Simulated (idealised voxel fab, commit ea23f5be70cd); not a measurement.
This is a process module. Its name is voxel quadruple lines.
Cross-section cut spans 280 nm and uses square cells 5 nm in size.
For the purposes of this document, a cross-section shall be understood as a grid of square cells, specified as bands listed in top-to-bottom order, each band consisting of one or more rows of cells.
Within each band entry, the heights of the top and of the bottom of the band appear first, in that order and in nm; the materials of the band then follow from left to right, each with its corresponding width in nm. The designation "full width" on a single material indicates that it fills the band from edge to edge; the designation "air" indicates empty space.
Heights from 0 (as-received wafer is one material below). Bottom band endless downward, as "0 -> down".
It should be noted that a width expressed as "30->40" varies in equal increments from row to row of cells within the band, taking the value of the first number at the top row and that of the second number at the bottom row.
Reading "nothing altered" for a step: not a cell of the cross-section changed in it.
"Voids, fully enclosed" contains a list of empty spaces, each no smaller than 8 cells and without an open way to the top, written in the form width x height at distance with the distance from the left edge and all three in nm.
The remark found on a step's line after its settings is issued by the simulator itself and pertains to that step.
"overlay nm" on a masked step: distance the mask lay right of its planned place, negative for left.

# Intended process steps
1: RECEIVE: material Si
2: CONFORMAL_DEP: material SiO2, thk nm 10
3: DIRECTIONAL_DEP: material W, thk nm 10
4: DIRECTIONAL_DEP: material polySi, thk nm 20
5: DIRECTIONAL_DEP: material aC, thk nm 20
6: PATTERN: tone cover, mask id MANDREL, material resist, width nm 20, pitch nm 60, thk nm 25, overlay nm 0
7: DIRECTIONAL_ETCH: etch materials aC, depth nm 20
8: STRIP: etch materials resist
9: CONFORMAL_DEP: material SiO2, thk nm 10
10: DIRECTIONAL_ETCH: etch materials SiO2, depth nm 10
11: STRIP: etch materials aC
12: DIRECTIONAL_ETCH: etch materials polySi, depth nm 20
13: STRIP: etch materials SiO2
14: CONFORMAL_DEP: material SiCN, thk nm 5
15: DIRECTIONAL_ETCH: etch materials SiCN, depth nm 5
16: STRIP: etch materials polySi
17: DIRECTIONAL_ETCH: etch materials W, depth nm 10
18: STRIP: etch materials SiCN

# Below: the first of two wafers, run as planned

# Cross-section of the wafer at receipt, which is the condition after step 1
0 -> down | Si full width
Voids, fully enclosed: none

# You're looking at a cross-section of the wafer after step 2
10 -> 0 | SiO2 full width
Anything lower than 0 is untouched.

# You're looking at a cross-section of the wafer after step 3
20 -> 10 | W full width
Anything lower than 10 is untouched.

# You're looking at a cross-section of the wafer after step 4
40 -> 20 | polySi full width
Anything lower than 20 is untouched.

# You're looking at a cross-section of the wafer after step 5
60 -> 40 | aC full width
Anything lower than 40 is untouched.

# You're looking at a cross-section of the wafer after step 6
85 -> 60 | 100 nm air, 20 nm resist, 40 nm air, 20 nm resist, 100 nm air
Anything lower than 60 is untouched.

# You're looking at a cross-section of the wafer after step 7
65 -> 60 | 100 nm air, 20 nm resist, 40 nm air, 20 nm resist, 100 nm air
60 -> 40 | 100 nm air, 20 nm aC, 40 nm air, 20 nm aC, 100 nm air
Anything lower than 40 is untouched.

# You're looking at a cross-section of the wafer after step 8
60 -> 40 | 100 nm air, 20 nm aC, 40 nm air, 20 nm aC, 100 nm air
Anything lower than 40 is untouched.

# You're looking at a cross-section of the wafer after step 9
70 -> 60 | 90 nm air, 40 nm SiO2, 20 nm air, 40 nm SiO2, 90 nm air
60 -> 50 | 90 nm air, 10 nm SiO2, 20 nm aC, 10 nm SiO2, 20 nm air, 10 nm SiO2, 20 nm aC, 10 nm SiO2, 90 nm air
50 -> 40 | 100 nm SiO2, 20 nm aC, 40 nm SiO2, 20 nm aC, 100 nm SiO2
Anything lower than 40 is untouched.

# You're looking at a cross-section of the wafer after step 10
60 -> 40 | 90 nm air, 10 nm SiO2, 20 nm aC, 10 nm SiO2, 20 nm air, 10 nm SiO2, 20 nm aC, 10 nm SiO2, 90 nm air
Anything lower than 40 is untouched.

# You're looking at a cross-section of the wafer after step 11
60 -> 40 | 90 nm air, 10 nm SiO2, 20 nm air, 10 nm SiO2, 20 nm air, 10 nm SiO2, 20 nm air, 10 nm SiO2, 90 nm air
Anything lower than 40 is untouched.

# You're looking at a cross-section of the wafer after step 12
60 -> 40 | 90 nm air, 10 nm SiO2, 20 nm air, 10 nm SiO2, 20 nm air, 10 nm SiO2, 20 nm air, 10 nm SiO2, 90 nm air
40 -> 20 | 90 nm air, 10 nm polySi, 20 nm air, 10 nm polySi, 20 nm air, 10 nm polySi, 20 nm air, 10 nm polySi, 90 nm air
Anything lower than 20 is untouched.

# You're looking at a cross-section of the wafer after step 13
40 -> 20 | 90 nm air, 10 nm polySi, 20 nm air, 10 nm polySi, 20 nm air, 10 nm polySi, 20 nm air, 10 nm polySi, 90 nm air
Anything lower than 20 is untouched.

# You're looking at a cross-section of the wafer after step 14
45 -> 40 | 85 nm air, 20 nm SiCN, 10 nm air, 20 nm SiCN, 10 nm air, 20 nm SiCN, 10 nm air, 20 nm SiCN, 85 nm air
40 -> 25 | 85 nm air, 5 nm SiCN, 10 nm polySi, 5 nm SiCN, 10 nm air, 5 nm SiCN, 10 nm polySi, 5 nm SiCN, 10 nm air, 5 nm SiCN, 10 nm polySi, 5 nm SiCN, 10 nm air, 5 nm SiCN, 10 nm polySi, 5 nm SiCN, 85 nm air
25 -> 20 | 90 nm SiCN, 10 nm polySi, 20 nm SiCN, 10 nm polySi, 20 nm SiCN, 10 nm polySi, 20 nm SiCN, 10 nm polySi, 90 nm SiCN
Anything lower than 20 is untouched.

# You're looking at a cross-section of the wafer after step 15
40 -> 20 | 85 nm air, 5 nm SiCN, 10 nm polySi, 5 nm SiCN, 10 nm air, 5 nm SiCN, 10 nm polySi, 5 nm SiCN, 10 nm air, 5 nm SiCN, 10 nm polySi, 5 nm SiCN, 10 nm air, 5 nm SiCN, 10 nm polySi, 5 nm SiCN, 85 nm air
Anything lower than 20 is untouched.

# You're looking at a cross-section of the wafer after step 16
40 -> 20 | 85 nm air, 5 nm SiCN, 10 nm air, 5 nm SiCN, 10 nm air, 5 nm SiCN, 10 nm air, 5 nm SiCN, 10 nm air, 5 nm SiCN, 10 nm air, 5 nm SiCN, 10 nm air, 5 nm SiCN, 10 nm air, 5 nm SiCN, 85 nm air
Anything lower than 20 is untouched.

# You're looking at a cross-section of the wafer after step 17
40 -> 20 | 85 nm air, 5 nm SiCN, 10 nm air, 5 nm SiCN, 10 nm air, 5 nm SiCN, 10 nm air, 5 nm SiCN, 10 nm air, 5 nm SiCN, 10 nm air, 5 nm SiCN, 10 nm air, 5 nm SiCN, 10 nm air, 5 nm SiCN, 85 nm air
20 -> 10 | 85 nm air, 5 nm W, 10 nm air, 5 nm W, 10 nm air, 5 nm W, 10 nm air, 5 nm W, 10 nm air, 5 nm W, 10 nm air, 5 nm W, 10 nm air, 5 nm W, 10 nm air, 5 nm W, 85 nm air
Anything lower than 10 is untouched.

# You're looking at a cross-section of the wafer after step 18
20 -> 10 | 85 nm air, 5 nm W, 10 nm air, 5 nm W, 10 nm air, 5 nm W, 10 nm air, 5 nm W, 10 nm air, 5 nm W, 10 nm air, 5 nm W, 10 nm air, 5 nm W, 10 nm air, 5 nm W, 85 nm air
Anything lower than 10 is untouched.

# What follows concerns the second wafer, which started out like the first and was meant to follow the very same plan; one mistake crept in when it was run, but everything up to and including step 3 is the same as for the first wafer

# Second wafer, cut view, end of step 4 per plan
40 -> 20 | aC full width
Anything lower than 20 is untouched.

# Second wafer, cut view, end of step 5 per plan
60 -> 40 | polySi full width
Anything lower than 40 is untouched.

# Second wafer, cut view, end of step 6 per plan
85 -> 60 | 100 nm air, 20 nm resist, 40 nm air, 20 nm resist, 100 nm air
Anything lower than 60 is untouched.

# Second wafer, cut view, end of step 7 per plan
65 -> 60 | 100 nm air, 20 nm resist, 40 nm air, 20 nm resist, 100 nm air
Anything lower than 60 is untouched.

# Second wafer, cut view, end of step 8 per plan
60 -> 40 | polySi full width
Anything lower than 40 is untouched.

# Second wafer, cut view, end of step 9 per plan
70 -> 60 | SiO2 full width
Anything lower than 60 is untouched.

# Second wafer, cut view, end of step 10 per plan
60 -> 40 | polySi full width
Anything lower than 40 is untouched.

Second wafer, cut view, end of step 11 per plan: nothing altered

# Second wafer, cut view, end of step 12 per plan
40 -> 20 | aC full width
Anything lower than 20 is untouched.

Second wafer, cut view, end of step 13 per plan: nothing altered

# Second wafer, cut view, end of step 14 per plan
45 -> 40 | SiCN full width
Anything lower than 40 is untouched.

# Second wafer, cut view, end of step 15 per plan
40 -> 20 | aC full width
Anything lower than 20 is untouched.

Second wafer, cut view, end of step 16 per plan: nothing altered

Second wafer, cut view, end of step 17 per plan: nothing altered

Second wafer, cut view, end of step 18 per plan: nothing altered
Run error: the executed order of steps 4 and 5 is the reverse of that specified in the plan, each step having taken the other's position
Per the end-of-run cell counts, the second wafer holds more or fewer of some materials than the first: +96 W | +224 aC
